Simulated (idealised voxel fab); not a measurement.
voxel double patterning: a process module
Section shown: cut. Width: 175 nm. Cell size: 5 nm, square.
In this document a cross-section is written as a grid of square cells. It is given as a series of bands, listed from the top down, and a band is one or more rows of cells. The entry gives the band's vertical extent as a top height and a bottom height in nm, then its horizontal make-up as materials from left to right, each with a width in nm. "blank" stands for empty space; a single material marked "throughout" fills the band edge to edge. Where do heights start? At 0: under that level the wafer as delivered is made of one material only. And the lowest band has no floor; it just carries on downward, as in "from 0 down". Width: "30->40" (first number = top row, second number = bottom row, same change from row to row of cells). Reading "remains unaltered" for a step: not a cell of the cross-section changed in it. "Entrapped void list" lists enclosed empty spaces (at least 8 cells, no open path upward to the top), each as width x height at distance from the left edge, in nm. after a step's settings: what the simulator itself notes on the step. Steps that use a mask can have "overlay nm" on their line. It says how far the mask sat to the right of where it was meant to be. Negative means to the left.
So here's the lineup of process steps we planned:
step 1: op RECEIVE | material Si
step 2: op CONFORMAL_DEP | material SiN | thk nm 10
step 3: op DIRECTIONAL_DEP | material SiO2 | thk nm 10
step 4: op DIRECTIONAL_DEP | material SiCN | thk nm 5
step 5: op DIRECTIONAL_DEP | material aC | thk nm 10
step 6: op PATTERN | tone open | mask id FIRST | material resist | width nm 15 | pitch nm 50 | thk nm 30 | overlay nm 0
step 7: op DIRECTIONAL_ETCH | etch materials aC | depth nm 10
step 8: op STRIP | etch materials resist
step 9: op DIRECTIONAL_ETCH | etch materials SiCN | depth nm 5
step 10: op STRIP | etch materials aC
step 11: op MASKED_ETCH | tone open | mask id SECOND | width nm 15 | etch materials SiCN | depth nm 5 | overlay nm 0
step 12: op DIRECTIONAL_ETCH | etch materials SiO2 | depth nm 10
step 13: op STRIP | etch materials SiCN
First of two wafers, with the run carried out as planned:
Wafer at receipt (post step 1), cross-section:
* from 0 down = Si throughout
* Entrapped void list: none
Cross-sectional representation of the wafer at the conclusion of step 2:
* from 10 to 0 = SiN throughout
* Whatever lies below 0 is exactly as it was before.
Cross-sectional representation of the wafer at the conclusion of step 3:
* from 20 to 10 = SiO2 throughout
* Whatever lies below 10 is exactly as it was before.
Cross-sectional representation of the wafer at the conclusion of step 4:
* from 25 to 20 = SiCN throughout
* Whatever lies below 20 is exactly as it was before.
Cross-sectional representation of the wafer at the conclusion of step 5:
* from 35 to 25 = aC throughout
* Whatever lies below 25 is exactly as it was before.
Cross-sectional representation of the wafer at the conclusion of step 6:
* from 65 to 35 = 55 of resist | 15 of blank | 35 of resist | 15 of blank | 55 of resist
* Whatever lies below 35 is exactly as it was before.
Cross-sectional representation of the wafer at the conclusion of step 7:
* from 55 to 35 = 55 of resist | 15 of blank | 35 of resist | 15 of blank | 55 of resist
* from 35 to 25 = 55 of aC | 15 of blank | 35 of aC | 15 of blank | 55 of aC
* Whatever lies below 25 is exactly as it was before.
Cross-sectional representation of the wafer at the conclusion of step 8:
* from 35 to 25 = 55 of aC | 15 of blank | 35 of aC | 15 of blank | 55 of aC
* Whatever lies below 25 is exactly as it was before.
Cross-sectional representation of the wafer at the conclusion of step 9:
* from 35 to 25 = 55 of aC | 15 of blank | 35 of aC | 15 of blank | 55 of aC
* from 25 to 20 = 55 of SiCN | 15 of blank | 35 of SiCN | 15 of blank | 55 of SiCN
* Whatever lies below 20 is exactly as it was before.
Cross-sectional representation of the wafer at the conclusion of step 10:
* from 25 to 20 = 55 of SiCN | 15 of blank | 35 of SiCN | 15 of blank | 55 of SiCN
* Whatever lies below 20 is exactly as it was before.
Cross-sectional representation of the wafer at the conclusion of step 11:
* from 25 to 20 = 55 of SiCN | 15 of blank | 10 of SiCN | 15 of blank | 10 of SiCN | 15 of blank | 55 of SiCN
* Whatever lies below 20 is exactly as it was before.
Cross-sectional representation of the wafer at the conclusion of step 12:
* from 25 to 20 = 55 of SiCN | 15 of blank | 10 of SiCN | 15 of blank | 10 of SiCN | 15 of blank | 55 of SiCN
* from 20 to 10 = 55 of SiO2 | 15 of blank | 10 of SiO2 | 15 of blank | 10 of SiO2 | 15 of blank | 55 of SiO2
* Whatever lies below 10 is exactly as it was before.
Cross-sectional representation of the wafer at the conclusion of step 13:
* from 20 to 10 = 55 of SiO2 | 15 of blank | 10 of SiO2 | 15 of blank | 10 of SiO2 | 15 of blank | 55 of SiO2
* Whatever lies below 10 is exactly as it was before.
Second wafer, same starting state and plan as the first, one mistake in the run, identical through step 10:
At the planned end of step 11, the second wafer in cross-section:
* from 25 to 20 = 80 of blank | 15 of SiCN | 80 of blank
* Whatever lies below 20 is exactly as it was before.
At the planned end of step 12, the second wafer in cross-section:
* from 25 to 20 = 80 of blank | 15 of SiCN | 80 of blank
* from 20 to 10 = 80 of blank | 15 of SiO2 | 80 of blank
* Whatever lies below 10 is exactly as it was before.
At the planned end of step 13, the second wafer in cross-section:
* from 20 to 10 = 80 of blank | 15 of SiO2 | 80 of blank
* Whatever lies below 10 is exactly as it was before.
The plan and the run diverged here: planned and actual differ for step 11; actual: op MASKED_ETCH | tone cover | mask id SECOND | width nm 15 | etch materials SiCN | depth nm 5 | overlay nm 0
Final cells, second wafer relative to first, materials higher or lower: SiO2 -46
